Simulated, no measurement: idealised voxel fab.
The process module that follows is named voxel released beams.
170 nm wide, 5 nm square cells: that's cross-section cut.
If you're reading a cross-section in this doc, picture square cells in a grid; it comes to you as bands, top ones listed first down to the bottom, and a band can be one or more rows of cells. Top, bottom (nm), then materials left to right with widths (nm); lone material tagged "edge to edge" fills the whole band edge to edge; "blank" = empty space. For the purposes of this specification, 0 denotes the height below which the wafer in its as-received condition is composed wholly of one material, and the lowermost band, lacking a lower limit, extends downward without end, as expressed in "0 down". It should be noted that a width expressed as "30 to 40" varies in equal increments from row to row of cells within the band, taking the value of the first number at the top row and that of the second number at the bottom row. "nothing got changed", as given for a step, is the statement that not any cell of the cross-section underwent a change during that step. Each empty space that has no open way to the top and spans at least 8 cells appears under "Sealed-off cavities" as width x height at distance, the distance counted from the left edge, all in nm. Anything after a step's settings on that line? It's the simulator's own note about the step. overlay nm: on a step with a mask, how far right of its planned place the mask lay; negative means left. Everything after this point is organized in pairs: a cross-section before one process step, a cross-section after it that shows only as deep as the lowest changed band, and, under the pair, the intervening step with its settings. Because different runs of this module on the same starting wafer can supply different pairs, a pair continues from the pair above it only if its entry headed "Pre-process" says so.

# Pre-process
* 0 down | Si edge to edge
* Sealed-off cavities: none

# Post-Step Cross-Section
* 5 to 0 | SiN edge to edge
* Under the height 0 nothing was changed.
* Sealed-off cavities: none
Link between the two cross-sections above: CONFORMAL_DEP (material SiN; thk nm 5)

Pre-process: the state before this step is the cross-section shown after the step in the pair just above.

# Post-Step Cross-Section
* 15 to 5 | SiO2 edge to edge
* Under the height 5 nothing was changed.
* Sealed-off cavities: none
Link between the two cross-sections above: DIRECTIONAL_DEP (material SiO2; thk nm 10)

Pre-process: the state before this step is the cross-section shown after the step in the pair just above.

# Post-Step Cross-Section
* 25 to 15 | aC edge to edge
* Under the height 15 nothing was changed.
* Sealed-off cavities: none
Link between the two cross-sections above: DIRECTIONAL_DEP (material aC; thk nm 10)

Pre-process: the state before this step is the cross-section shown after the step in the pair just above.

# Post-Step Cross-Section
* 50 to 25 | resist 45 nm; blank 25 nm; resist 100 nm
* Under the height 25 nothing was changed.
* Sealed-off cavities: none
Link between the two cross-sections above: PATTERN (tone open; mask id ANCHOR; material resist; width nm 25; thk nm 25; overlay nm 0)

Pre-process: the state before this step is the cross-section shown after the step in the pair just above.

# Post-Step Cross-Section
* 40 to 25 | resist 45 nm; blank 25 nm; resist 100 nm
* 25 to 15 | aC 45 nm; blank 25 nm; aC 100 nm
* Under the height 15 nothing was changed.
* Sealed-off cavities: none
Link between the two cross-sections above: DIRECTIONAL_ETCH (etch materials aC; depth nm 10)

Pre-process: the state before this step is the cross-section shown after the step in the pair just above.

# Post-Step Cross-Section
* 25 to 15 | aC 45 nm; blank 25 nm; aC 100 nm
* Under the height 15 nothing was changed.
* Sealed-off cavities: none
Link between the two cross-sections above: STRIP (etch materials resist)

Pre-process: the state before this step is the cross-section shown after the step in the pair just above.

# Post-Step Cross-Section
* 25 to 15 | aC 45 nm; blank 25 nm; aC 100 nm
* 15 to 5 | SiO2 45 nm; blank 25 nm; SiO2 100 nm
* Under the height 5 nothing was changed.
* Sealed-off cavities: none
Link between the two cross-sections above: DIRECTIONAL_ETCH (etch materials SiO2; depth nm 10)

Pre-process: the state before this step is the cross-section shown after the step in the pair just above.

# Post-Step Cross-Section
* 15 to 5 | SiO2 45 nm; blank 25 nm; SiO2 100 nm
* Under the height 5 nothing was changed.
* Sealed-off cavities: none
Link between the two cross-sections above: STRIP (etch materials aC)

Pre-process: the state before this step is the cross-section shown after the step in the pair just above.

# Post-Step Cross-Section
* 25 to 15 | TiN 55 nm; blank 5 nm; TiN 110 nm
* 15 to 5 | SiO2 45 nm; TiN 25 nm; SiO2 100 nm
* Under the height 5 nothing was changed.
* Sealed-off cavities: none
Link between the two cross-sections above: CONFORMAL_DEP (material TiN; thk nm 10)

Pre-process: the state before this step is the cross-section shown after the step in the pair just above.

# Post-Step Cross-Section
* 40 to 30 | aC 55 nm; blank 5 nm; aC 110 nm
* 30 to 25 | aC edge to edge
* 25 to 15 | TiN 55 nm; aC 5 nm; TiN 110 nm
* Under the height 15 nothing was changed.
* Sealed-off cavities: none
Link between the two cross-sections above: DIRECTIONAL_DEP (material aC; thk nm 15)

Pre-process: the state before this step is the cross-section shown after the step in the pair just above.

# Post-Step Cross-Section
* 75 to 40 | blank 40 nm; resist 85 nm; blank 45 nm
* 40 to 30 | aC 55 nm; resist 5 nm; aC 110 nm
* Under the height 30 nothing was changed.
* Sealed-off cavities: none
Link between the two cross-sections above: PATTERN (tone cover; mask id BEAM; material resist; width nm 85; thk nm 35; overlay nm 0)

Pre-process: the state before this step is the cross-section shown after the step in the pair just above.

# Post-Step Cross-Section
* 60 to 40 | blank 40 nm; resist 85 nm; blank 45 nm
* 40 to 30 | blank 40 nm; aC 15 nm; resist 5 nm; aC 65 nm; blank 45 nm
* 30 to 25 | blank 40 nm; aC 85 nm; blank 45 nm
* Under the height 25 nothing was changed.
* Sealed-off cavities: none
Link between the two cross-sections above: DIRECTIONAL_ETCH (etch materials aC; depth nm 15)

Pre-process: the state before this step is the cross-section shown after the step in the pair just above.

# Post-Step Cross-Section
* 40 to 30 | blank 40 nm; aC 15 nm; blank 5 nm; aC 65 nm; blank 45 nm
* Under the height 30 nothing was changed.
* Sealed-off cavities: none
Link between the two cross-sections above: STRIP (etch materials resist)

Pre-process: the state before this step is the cross-section shown after the step in the pair just above.

# Post-Step Cross-Section
* 40 to 30 | blank 40 nm; aC 15 nm; blank 5 nm; aC 65 nm; blank 45 nm
* 30 to 25 | blank 40 nm; aC 85 nm; blank 45 nm
* 25 to 15 | blank 40 nm; TiN 15 nm; aC 5 nm; TiN 65 nm; blank 45 nm
* Under the height 15 nothing was changed.
* Sealed-off cavities: none
Link between the two cross-sections above: DIRECTIONAL_ETCH (etch materials TiN; depth nm 10)

Pre-process: the state before this step is the cross-section shown after the step in the pair just above.

# Post-Step Cross-Section
* 25 to 15 | blank 40 nm; TiN 15 nm; blank 5 nm; TiN 65 nm; blank 45 nm
* Under the height 15 nothing was changed.
* Sealed-off cavities: none
Link between the two cross-sections above: STRIP (etch materials aC)

Pre-process: the state before this step is the cross-section shown after the step in the pair just above.

# Post-Step Cross-Section
* 25 to 15 | blank 40 nm; TiN 15 nm; blank 5 nm; TiN 65 nm; blank 45 nm
* 15 to 5 | blank 45 nm; TiN 25 nm; blank 100 nm
* Under the height 5 nothing was changed.
* Sealed-off cavities: none
Link between the two cross-sections above: STRIP (etch materials SiO2)

# Pre-process
* 0 down | Si edge to edge
* Sealed-off cavities: none

# Post-Step Cross-Section
* 10 to 0 | SiO2 edge to edge
* Under the height 0 nothing was changed.
* Sealed-off cavities: none
Link between the two cross-sections above: DIRECTIONAL_DEP (material SiO2; thk nm 10)

Pre-process: the state before this step is the cross-section shown after the step in the pair just above.

# Post-Step Cross-Section
* 20 to 10 | aC edge to edge
* Under the height 10 nothing was changed.
* Sealed-off cavities: none
Link between the two cross-sections above: DIRECTIONAL_DEP (material aC; thk nm 10)

Pre-process: the state before this step is the cross-section shown after the step in the pair just above.

# Post-Step Cross-Section
* 45 to 20 | resist 45 nm; blank 25 nm; resist 100 nm
* Under the height 20 nothing was changed.
* Sealed-off cavities: none
Link between the two cross-sections above: PATTERN (tone open; mask id ANCHOR; material resist; width nm 25; thk nm 25; overlay nm 0)

Pre-process: the state before this step is the cross-section shown after the step in the pair just above.

# Post-Step Cross-Section
* 35 to 20 | resist 45 nm; blank 25 nm; resist 100 nm
* 20 to 10 | aC 45 nm; blank 25 nm; aC 100 nm
* Under the height 10 nothing was changed.
* Sealed-off cavities: none
Link between the two cross-sections above: DIRECTIONAL_ETCH (etch materials aC; depth nm 10)

Pre-process: the state before this step is the cross-section shown after the step in the pair just above.

# Post-Step Cross-Section
* 20 to 10 | aC 45 nm; blank 25 nm; aC 100 nm
* Under the height 10 nothing was changed.
* Sealed-off cavities: none
Link between the two cross-sections above: STRIP (etch materials resist)

Pre-process: the state before this step is the cross-section shown after the step in the pair just above.

# Post-Step Cross-Section
* 20 to 10 | aC 45 nm; blank 25 nm; aC 100 nm
* 10 to 0 | SiO2 45 nm; blank 25 nm; SiO2 100 nm
* Under the height 0 nothing was changed.
* Sealed-off cavities: none
Link between the two cross-sections above: DIRECTIONAL_ETCH (etch materials SiO2; depth nm 10)

Pre-process: the state before this step is the cross-section shown after the step in the pair just above.

# Post-Step Cross-Section
* 10 to 0 | SiO2 45 nm; blank 25 nm; SiO2 100 nm
* Under the height 0 nothing was changed.
* Sealed-off cavities: none
Link between the two cross-sections above: STRIP (etch materials aC)

Pre-process: the state before this step is the cross-section shown after the step in the pair just above.

# Post-Step Cross-Section
* 20 to 10 | TiN 55 nm; blank 5 nm; TiN 110 nm
* 10 to 0 | SiO2 45 nm; TiN 25 nm; SiO2 100 nm
* Under the height 0 nothing was changed.
* Sealed-off cavities: none
Link between the two cross-sections above: CONFORMAL_DEP (material TiN; thk nm 10)

Pre-process: the state before this step is the cross-section shown after the step in the pair just above.

# Post-Step Cross-Section
* 35 to 25 | aC 55 nm; blank 5 nm; aC 110 nm
* 25 to 20 | aC edge to edge
* 20 to 10 | TiN 55 nm; aC 5 nm; TiN 110 nm
* Under the height 10 nothing was changed.
* Sealed-off cavities: none
Link between the two cross-sections above: DIRECTIONAL_DEP (material aC; thk nm 15)

Pre-process: the state before this step is the cross-section shown after the step in the pair just above.

# Post-Step Cross-Section
* 70 to 35 | blank 40 nm; resist 85 nm; blank 45 nm
* 35 to 25 | aC 55 nm; resist 5 nm; aC 110 nm
* Under the height 25 nothing was changed.
* Sealed-off cavities: none
Link between the two cross-sections above: PATTERN (tone cover; mask id BEAM; material resist; width nm 85; thk nm 35; overlay nm 0)

Pre-process: the state before this step is the cross-section shown after the step in the pair just above.

# Post-Step Cross-Section
* 55 to 35 | blank 40 nm; resist 85 nm; blank 45 nm
* 35 to 25 | blank 40 nm; aC 15 nm; resist 5 nm; aC 65 nm; blank 45 nm
* 25 to 20 | blank 40 nm; aC 85 nm; blank 45 nm
* Under the height 20 nothing was changed.
* Sealed-off cavities: none
Link between the two cross-sections above: DIRECTIONAL_ETCH (etch materials aC; depth nm 15)

Pre-process: the state before this step is the cross-section shown after the step in the pair just above.

# Post-Step Cross-Section
* 35 to 25 | blank 40 nm; aC 15 nm; blank 5 nm; aC 65 nm; blank 45 nm
* Under the height 25 nothing was changed.
* Sealed-off cavities: none
Link between the two cross-sections above: STRIP (etch materials resist)

Pre-process: the state before this step is the cross-section shown after the step in the pair just above.

# Post-Step Cross-Section
* 35 to 25 | blank 40 nm; aC 15 nm; blank 5 nm; aC 65 nm; blank 45 nm
* 25 to 20 | blank 40 nm; aC 85 nm; blank 45 nm
* 20 to 10 | blank 40 nm; TiN 15 nm; aC 5 nm; TiN 65 nm; blank 45 nm
* Under the height 10 nothing was changed.
* Sealed-off cavities: none
Link between the two cross-sections above: DIRECTIONAL_ETCH (etch materials TiN; depth nm 10)

Pre-process: the state before this step is the cross-section shown after the step in the pair just above.

# Post-Step Cross-Section
* 20 to 10 | blank 40 nm; TiN 15 nm; blank 5 nm; TiN 65 nm; blank 45 nm
* Under the height 10 nothing was changed.
* Sealed-off cavities: none
Link between the two cross-sections above: STRIP (etch materials aC)

Pre-process: the state before this step is the cross-section shown after the step in the pair just above.

# Post-Step Cross-Section
* 20 to 10 | blank 40 nm; TiN 15 nm; blank 5 nm; TiN 65 nm; blank 45 nm
* 10 to 0 | blank 45 nm; TiN 25 nm; blank 100 nm
* Under the height 0 nothing was changed.
* Sealed-off cavities: none
Link between the two cross-sections above: STRIP (etch materials SiO2)

# Pre-process
* 10 to 0 | SiO2 edge to edge
* 0 down | Si edge to edge
* Sealed-off cavities: none

# Post-Step Cross-Section
* 15 to 10 | SiN edge to edge
* Under the height 10 nothing was changed.
* Sealed-off cavities: none
Link between the two cross-sections above: CONFORMAL_DEP (material SiN; thk nm 5)

Pre-process: the state before this step is the cross-section shown after the step in the pair just above.

# Post-Step Cross-Section
* 25 to 15 | aC edge to edge
* Under the height 15 nothing was changed.
* Sealed-off cavities: none
Link between the two cross-sections above: DIRECTIONAL_DEP (material aC; thk nm 10)

Pre-process: the state before this step is the cross-section shown after the step in the pair just above.

# Post-Step Cross-Section
* 50 to 25 | resist 45 nm; blank 25 nm; resist 100 nm
* Under the height 25 nothing was changed.
* Sealed-off cavities: none
Link between the two cross-sections above: PATTERN (tone open; mask id ANCHOR; material resist; width nm 25; thk nm 25; overlay nm 0)

Pre-process: the state before this step is the cross-section shown after the step in the pair just above.

# Post-Step Cross-Section
* 40 to 25 | resist 45 nm; blank 25 nm; resist 100 nm
* 25 to 15 | aC 45 nm; blank 25 nm; aC 100 nm
* Under the height 15 nothing was changed.
* Sealed-off cavities: none
Link between the two cross-sections above: DIRECTIONAL_ETCH (etch materials aC; depth nm 10)

Pre-process: the state before this step is the cross-section shown after the step in the pair just above.

# Post-Step Cross-Section
* 25 to 15 | aC 45 nm; blank 25 nm; aC 100 nm
* Under the height 15 nothing was changed.
* Sealed-off cavities: none
Link between the two cross-sections above: STRIP (etch materials resist)

Pre-process: the state before this step is the cross-section shown after the step in the pair just above.

# Post-Step Cross-Section
* 15 to 10 | SiN edge to edge
* Under the height 10 nothing was changed.
* Sealed-off cavities: none
Link between the two cross-sections above: STRIP (etch materials aC)

Pre-process: the state before this step is the cross-section shown after the step in the pair just above.

# Post-Step Cross-Section
* 25 to 15 | TiN edge to edge
* Under the height 15 nothing was changed.
* Sealed-off cavities: none
Link between the two cross-sections above: CONFORMAL_DEP (material TiN; thk nm 10)

Pre-process: the state before this step is the cross-section shown after the step in the pair just above.

# Post-Step Cross-Section
* 40 to 25 | aC edge to edge
* Under the height 25 nothing was changed.
* Sealed-off cavities: none
Link between the two cross-sections above: DIRECTIONAL_DEP (material aC; thk nm 15)

Pre-process: the state before this step is the cross-section shown after the step in the pair just above.

# Post-Step Cross-Section
* 75 to 40 | blank 40 nm; resist 85 nm; blank 45 nm
* Under the height 40 nothing was changed.
* Sealed-off cavities: none
Link between the two cross-sections above: PATTERN (tone cover; mask id BEAM; material resist; width nm 85; thk nm 35; overlay nm 0)

Pre-process: the state before this step is the cross-section shown after the step in the pair just above.

# Post-Step Cross-Section
* 60 to 40 | blank 40 nm; resist 85 nm; blank 45 nm
* 40 to 25 | blank 40 nm; aC 85 nm; blank 45 nm
* Under the height 25 nothing was changed.
* Sealed-off cavities: none
Link between the two cross-sections above: DIRECTIONAL_ETCH (etch materials aC; depth nm 15)

Pre-process: the state before this step is the cross-section shown after the step in the pair just above.

# Post-Step Cross-Section
* 40 to 25 | blank 40 nm; aC 85 nm; blank 45 nm
* Under the height 25 nothing was changed.
* Sealed-off cavities: none
Link between the two cross-sections above: STRIP (etch materials resist)

Pre-process: the state before this step is the cross-section shown after the step in the pair just above.

# Post-Step Cross-Section
* 40 to 25 | blank 40 nm; aC 85 nm; blank 45 nm
* 25 to 15 | blank 40 nm; TiN 85 nm; blank 45 nm
* Under the height 15 nothing was changed.
* Sealed-off cavities: none
Link between the two cross-sections above: DIRECTIONAL_ETCH (etch materials TiN; depth nm 10)

Pre-process: the state before this step is the cross-section shown after the step in the pair just above.

# Post-Step Cross-Section
* 25 to 15 | blank 40 nm; TiN 85 nm; blank 45 nm
* Under the height 15 nothing was changed.
* Sealed-off cavities: none
Link between the two cross-sections above: STRIP (etch materials aC)

# Pre-process
* 15 to 5 | SiO2 45 nm; blank 25 nm; SiO2 100 nm
* 5 to 0 | SiN edge to edge
* 0 down | Si edge to edge
* Sealed-off cavities: none

# Post-Step Cross-Section
* 30 to 15 | TiN edge to edge
* 15 to 5 | SiO2 45 nm; TiN 25 nm; SiO2 100 nm
* Under the height 5 nothing was changed.
* Sealed-off cavities: none
Link between the two cross-sections above: CONFORMAL_DEP (material TiN; thk nm 15)

Pre-process: the state before this step is the cross-section shown after the step in the pair just above.

# Post-Step Cross-Section
* 45 to 30 | aC edge to edge
* Under the height 30 nothing was changed.
* Sealed-off cavities: none
Link between the two cross-sections above: DIRECTIONAL_DEP (material aC; thk nm 15)

Pre-process: the state before this step is the cross-section shown after the step in the pair just above.

# Post-Step Cross-Section
* 80 to 45 | blank 40 nm; resist 85 nm; blank 45 nm
* Under the height 45 nothing was changed.
* Sealed-off cavities: none
Link between the two cross-sections above: PATTERN (tone cover; mask id BEAM; material resist; width nm 85; thk nm 35; overlay nm 0)

Pre-process: the state before this step is the cross-section shown after the step in the pair just above.

# Post-Step Cross-Section
* 65 to 45 | blank 40 nm; resist 85 nm; blank 45 nm
* 45 to 30 | blank 40 nm; aC 85 nm; blank 45 nm
* Under the height 30 nothing was changed.
* Sealed-off cavities: none
Link between the two cross-sections above: DIRECTIONAL_ETCH (etch materials aC; depth nm 15)

Pre-process: the state before this step is the cross-section shown after the step in the pair just above.

# Post-Step Cross-Section
* 45 to 30 | blank 40 nm; aC 85 nm; blank 45 nm
* Under the height 30 nothing was changed.
* Sealed-off cavities: none
Link between the two cross-sections above: STRIP (etch materials resist)

Pre-process: the state before this step is the cross-section shown after the step in the pair just above.

# Post-Step Cross-Section
* 45 to 30 | blank 40 nm; aC 85 nm; blank 45 nm
* 30 to 20 | blank 40 nm; TiN 85 nm; blank 45 nm
* Under the height 20 nothing was changed.
* Sealed-off cavities: none
Link between the two cross-sections above: DIRECTIONAL_ETCH (etch materials TiN; depth nm 10)

Pre-process: the state before this step is the cross-section shown after the step in the pair just above.

# Post-Step Cross-Section
* 30 to 20 | blank 40 nm; TiN 85 nm; blank 45 nm
* Under the height 20 nothing was changed.
* Sealed-off cavities: none
Link between the two cross-sections above: STRIP (etch materials aC)

# Pre-process
* 25 to 15 | aC edge to edge
* 15 to 5 | SiO2 edge to edge
* 5 to 0 | SiN edge to edge
* 0 down | Si edge to edge
* Sealed-off cavities: none

# Post-Step Cross-Section
* 50 to 25 | resist 50 nm; blank 15 nm; resist 105 nm
* Under the height 25 nothing was changed.
* Sealed-off cavities: none
Link between the two cross-sections above: PATTERN (tone open; mask id ANCHOR; material resist; width nm 15; thk nm 25; overlay nm 0)

Pre-process: the state before this step is the cross-section shown after the step in the pair just above.

# Post-Step Cross-Section
* 40 to 25 | resist 50 nm; blank 15 nm; resist 105 nm
* 25 to 15 | aC 50 nm; blank 15 nm; aC 105 nm
* Under the height 15 nothing was changed.
* Sealed-off cavities: none
Link between the two cross-sections above: DIRECTIONAL_ETCH (etch materials aC; depth nm 10)

Pre-process: the state before this step is the cross-section shown after the step in the pair just above.

# Post-Step Cross-Section
* 25 to 15 | aC 50 nm; blank 15 nm; aC 105 nm
* Under the height 15 nothing was changed.
* Sealed-off cavities: none
Link between the two cross-sections above: STRIP (etch materials resist)

Pre-process: the state before this step is the cross-section shown after the step in the pair just above.

# Post-Step Cross-Section
* 25 to 15 | aC 50 nm; blank 15 nm; aC 105 nm
* 15 to 5 | SiO2 50 nm; blank 15 nm; SiO2 105 nm
* Under the height 5 nothing was changed.
* Sealed-off cavities: none
Link between the two cross-sections above: DIRECTIONAL_ETCH (etch materials SiO2; depth nm 10)

Pre-process: the state before this step is the cross-section shown after the step in the pair just above.

# Post-Step Cross-Section
* 15 to 5 | SiO2 50 nm; blank 15 nm; SiO2 105 nm
* Under the height 5 nothing was changed.
* Sealed-off cavities: none
Link between the two cross-sections above: STRIP (etch materials aC)

Pre-process: the state before this step is the cross-section shown after the step in the pair just above.

# Post-Step Cross-Section
* 25 to 15 | TiN edge to edge
* 15 to 5 | SiO2 50 nm; TiN 15 nm; SiO2 105 nm
* Under the height 5 nothing was changed.
* Sealed-off cavities: none
Link between the two cross-sections above: CONFORMAL_DEP (material TiN; thk nm 10)

Pre-process: the state before this step is the cross-section shown after the step in the pair just above.

# Post-Step Cross-Section
* 40 to 25 | aC edge to edge
* Under the height 25 nothing was changed.
* Sealed-off cavities: none
Link between the two cross-sections above: DIRECTIONAL_DEP (material aC; thk nm 15)

Pre-process: the state before this step is the cross-section shown after the step in the pair just above.

# Post-Step Cross-Section
* 75 to 40 | blank 40 nm; resist 85 nm; blank 45 nm
* Under the height 40 nothing was changed.
* Sealed-off cavities: none
Link between the two cross-sections above: PATTERN (tone cover; mask id BEAM; material resist; width nm 85; thk nm 35; overlay nm 0)

Pre-process: the state before this step is the cross-section shown after the step in the pair just above.

# Post-Step Cross-Section
* 60 to 40 | blank 40 nm; resist 85 nm; blank 45 nm
* 40 to 25 | blank 40 nm; aC 85 nm; blank 45 nm
* Under the height 25 nothing was changed.
* Sealed-off cavities: none
Link between the two cross-sections above: DIRECTIONAL_ETCH (etch materials aC; depth nm 15)

Pre-process: the state before this step is the cross-section shown after the step in the pair just above.

# Post-Step Cross-Section
* 40 to 25 | blank 40 nm; aC 85 nm; blank 45 nm
* Under the height 25 nothing was changed.
* Sealed-off cavities: none
Link between the two cross-sections above: STRIP (etch materials resist)

Pre-process: the state before this step is the cross-section shown after the step in the pair just above.

# Post-Step Cross-Section
* 40 to 25 | blank 40 nm; aC 85 nm; blank 45 nm
* 25 to 15 | blank 40 nm; TiN 85 nm; blank 45 nm
* Under the height 15 nothing was changed.
* Sealed-off cavities: none
Link between the two cross-sections above: DIRECTIONAL_ETCH (etch materials TiN; depth nm 10)

Pre-process: the state before this step is the cross-section shown after the step in the pair just above.

# Post-Step Cross-Section
* 25 to 15 | blank 40 nm; TiN 85 nm; blank 45 nm
* Under the height 15 nothing was changed.
* Sealed-off cavities: none
Link between the two cross-sections above: STRIP (etch materials aC)

Pre-process: the state before this step is the cross-section shown after the step in the pair just above.

# Post-Step Cross-Section
* 25 to 15 | blank 40 nm; TiN 85 nm; blank 45 nm
* 15 to 5 | blank 50 nm; TiN 15 nm; blank 105 nm
* Under the height 5 nothing was changed.
* Sealed-off cavities: none
Link between the two cross-sections above: STRIP (etch materials SiO2)

# Pre-process
* 40 to 30 | aC 55 nm; blank 5 nm; aC 110 nm
* 30 to 25 | aC edge to edge
* 25 to 15 | TiN 55 nm; aC 5 nm; TiN 110 nm
* 15 to 5 | SiO2 45 nm; TiN 25 nm; SiO2 100 nm
* 5 to 0 | SiN edge to edge
* 0 down | Si edge to edge
* Sealed-off cavities: none

# Post-Step Cross-Section
* 75 to 40 | blank 50 nm; resist 85 nm; blank 35 nm
* 40 to 30 | aC 55 nm; resist 5 nm; aC 110 nm
* Under the height 30 nothing was changed.
* Sealed-off cavities: none
Link between the two cross-sections above: PATTERN (tone cover; mask id BEAM; material resist; width nm 85; thk nm 35; overlay nm 10)

Pre-process: the state before this step is the cross-section shown after the step in the pair just above.

# Post-Step Cross-Section
* 60 to 40 | blank 50 nm; resist 85 nm; blank 35 nm
* 40 to 30 | blank 50 nm; aC 5 nm; resist 5 nm; aC 75 nm; blank 35 nm
* 30 to 25 | blank 50 nm; aC 85 nm; blank 35 nm
* Under the height 25 nothing was changed.
* Sealed-off cavities: none
Link between the two cross-sections above: DIRECTIONAL_ETCH (etch materials aC; depth nm 15)

Pre-process: the state before this step is the cross-section shown after the step in the pair just above.

# Post-Step Cross-Section
* 40 to 30 | blank 50 nm; aC 5 nm; blank 5 nm; aC 75 nm; blank 35 nm
* Under the height 30 nothing was changed.
* Sealed-off cavities: none
Link between the two cross-sections above: STRIP (etch materials resist)

Pre-process: the state before this step is the cross-section shown after the step in the pair just above.

# Post-Step Cross-Section
* 40 to 30 | blank 50 nm; aC 5 nm; blank 5 nm; aC 75 nm; blank 35 nm
* 30 to 25 | blank 50 nm; aC 85 nm; blank 35 nm
* 25 to 15 | blank 50 nm; TiN 5 nm; aC 5 nm; TiN 75 nm; blank 35 nm
* Under the height 15 nothing was changed.
* Sealed-off cavities: none
Link between the two cross-sections above: DIRECTIONAL_ETCH (etch materials TiN; depth nm 10)

Pre-process: the state before this step is the cross-section shown after the step in the pair just above.

# Post-Step Cross-Section
* 25 to 15 | blank 50 nm; TiN 5 nm; blank 5 nm; TiN 75 nm; blank 35 nm
* Under the height 15 nothing was changed.
* Sealed-off cavities: none
Link between the two cross-sections above: STRIP (etch materials aC)

Pre-process: the state before this step is the cross-section shown after the step in the pair just above.

# Post-Step Cross-Section
* 25 to 15 | blank 50 nm; TiN 5 nm; blank 5 nm; TiN 75 nm; blank 35 nm
* 15 to 5 | blank 45 nm; TiN 25 nm; blank 100 nm
* Under the height 5 nothing was changed.
* Sealed-off cavities: none
Link between the two cross-sections above: STRIP (etch materials SiO2)

# Pre-process
* 25 to 15 | TiN 55 nm; blank 5 nm; TiN 110 nm
* 15 to 5 | SiO2 45 nm; TiN 25 nm; SiO2 100 nm
* 5 to 0 | SiN edge to edge
* 0 down | Si edge to edge
* Sealed-off cavities: none

# Post-Step Cross-Section
* 40 to 30 | SiN 55 nm; blank 5 nm; SiN 110 nm
* 30 to 25 | SiN edge to edge
* 25 to 15 | TiN 55 nm; SiN 5 nm; TiN 110 nm
* Under the height 15 nothing was changed.
* Sealed-off cavities: none
Link between the two cross-sections above: DIRECTIONAL_DEP (material SiN; thk nm 15)

Pre-process: the state before this step is the cross-section shown after the step in the pair just above.

# Post-Step Cross-Section
* 75 to 40 | blank 40 nm; resist 85 nm; blank 45 nm
* 40 to 30 | SiN 55 nm; resist 5 nm; SiN 110 nm
* Under the height 30 nothing was changed.
* Sealed-off cavities: none
Link between the two cross-sections above: PATTERN (tone cover; mask id BEAM; material resist; width nm 85; thk nm 35; overlay nm 0)

Pre-process: the state before this step is the cross-section shown after the step in the pair just above.

# Post-Step Cross-Section
* 60 to 40 | blank 40 nm; resist 85 nm; blank 45 nm
* Under the height 40 nothing was changed.
* Sealed-off cavities: none
Link between the two cross-sections above: DIRECTIONAL_ETCH (etch materials aC; depth nm 15)

Pre-process: the state before this step is the cross-section shown after the step in the pair just above.

# Post-Step Cross-Section
* 40 to 30 | SiN 55 nm; blank 5 nm; SiN 110 nm
* Under the height 30 nothing was changed.
* Sealed-off cavities: none
Link between the two cross-sections above: STRIP (etch materials resist)

# Pre-process
* 25 to 15 | aC edge to edge
* 15 to 5 | SiO2 edge to edge
* 5 to 0 | SiN edge to edge
* 0 down | Si edge to edge
* Sealed-off cavities: none

# Post-Step Cross-Section
* 50 to 25 | blank 45 nm; resist 25 nm; blank 100 nm
* Under the height 25 nothing was changed.
* Sealed-off cavities: none
Link between the two cross-sections above: PATTERN (tone cover; mask id ANCHOR; material resist; width nm 25; thk nm 25; overlay nm 0)

Pre-process: the state before this step is the cross-section shown after the step in the pair just above.

# Post-Step Cross-Section
* 40 to 25 | blank 45 nm; resist 25 nm; blank 100 nm
* 25 to 15 | blank 45 nm; aC 25 nm; blank 100 nm
* Under the height 15 nothing was changed.
* Sealed-off cavities: none
Link between the two cross-sections above: DIRECTIONAL_ETCH (etch materials aC; depth nm 10)

Pre-process: the state before this step is the cross-section shown after the step in the pair just above.

# Post-Step Cross-Section
* 25 to 15 | blank 45 nm; aC 25 nm; blank 100 nm
* Under the height 15 nothing was changed.
* Sealed-off cavities: none
Link between the two cross-sections above: STRIP (etch materials resist)

Pre-process: the state before this step is the cross-section shown after the step in the pair just above.

# Post-Step Cross-Section
* 25 to 15 | blank 45 nm; aC 25 nm; blank 100 nm
* 15 to 5 | blank 45 nm; SiO2 25 nm; blank 100 nm
* Under the height 5 nothing was changed.
* Sealed-off cavities: none
Link between the two cross-sections above: DIRECTIONAL_ETCH (etch materials SiO2; depth nm 10)

Pre-process: the state before this step is the cross-section shown after the step in the pair just above.

# Post-Step Cross-Section
* 15 to 5 | blank 45 nm; SiO2 25 nm; blank 100 nm
* Under the height 5 nothing was changed.
* Sealed-off cavities: none
Link between the two cross-sections above: STRIP (etch materials aC)

Pre-process: the state before this step is the cross-section shown after the step in the pair just above.

# Post-Step Cross-Section
* 25 to 15 | blank 35 nm; TiN 45 nm; blank 90 nm
* 15 to 5 | TiN 45 nm; SiO2 25 nm; TiN 100 nm
* Under the height 5 nothing was changed.
* Sealed-off cavities: none
Link between the two cross-sections above: CONFORMAL_DEP (material TiN; thk nm 10)

Pre-process: the state before this step is the cross-section shown after the step in the pair just above.

# Post-Step Cross-Section
* 40 to 30 | blank 35 nm; aC 45 nm; blank 90 nm
* 30 to 25 | aC edge to edge
* 25 to 15 | aC 35 nm; TiN 45 nm; aC 90 nm
* Under the height 15 nothing was changed.
* Sealed-off cavities: none
Link between the two cross-sections above: DIRECTIONAL_DEP (material aC; thk nm 15)

Pre-process: the state before this step is the cross-section shown after the step in the pair just above.

# Post-Step Cross-Section
* 75 to 40 | blank 40 nm; resist 85 nm; blank 45 nm
* 40 to 30 | blank 35 nm; aC 45 nm; resist 45 nm; blank 45 nm
* Under the height 30 nothing was changed.
* Sealed-off cavities: none
Link between the two cross-sections above: PATTERN (tone cover; mask id BEAM; material resist; width nm 85; thk nm 35; overlay nm 0)

Pre-process: the state before this step is the cross-section shown after the step in the pair just above.

# Post-Step Cross-Section
* 60 to 40 | blank 40 nm; resist 85 nm; blank 45 nm
* 40 to 30 | blank 40 nm; aC 40 nm; resist 45 nm; blank 45 nm
* 30 to 25 | blank 40 nm; aC 85 nm; blank 45 nm
* 25 to 15 | blank 35 nm; TiN 45 nm; aC 45 nm; blank 45 nm
* Under the height 15 nothing was changed.
* Sealed-off cavities: none
Link between the two cross-sections above: DIRECTIONAL_ETCH (etch materials aC; depth nm 15)

Pre-process: the state before this step is the cross-section shown after the step in the pair just above.

# Post-Step Cross-Section
* 40 to 30 | blank 40 nm; aC 40 nm; blank 90 nm
* Under the height 30 nothing was changed.
* Sealed-off cavities: none
Link between the two cross-sections above: STRIP (etch materials resist)

Pre-process: the state before this step is the cross-section shown after the step in the pair just above.

# Post-Step Cross-Section
* 40 to 30 | blank 40 nm; aC 40 nm; blank 90 nm
* 30 to 25 | blank 40 nm; aC 85 nm; blank 45 nm
* 25 to 15 | blank 40 nm; TiN 40 nm; aC 45 nm; blank 45 nm
* 15 to 5 | blank 35 nm; TiN 10 nm; SiO2 25 nm; TiN 55 nm; blank 45 nm
* Under the height 5 nothing was changed.
* Sealed-off cavities: none
Link between the two cross-sections above: DIRECTIONAL_ETCH (etch materials TiN; depth nm 10)
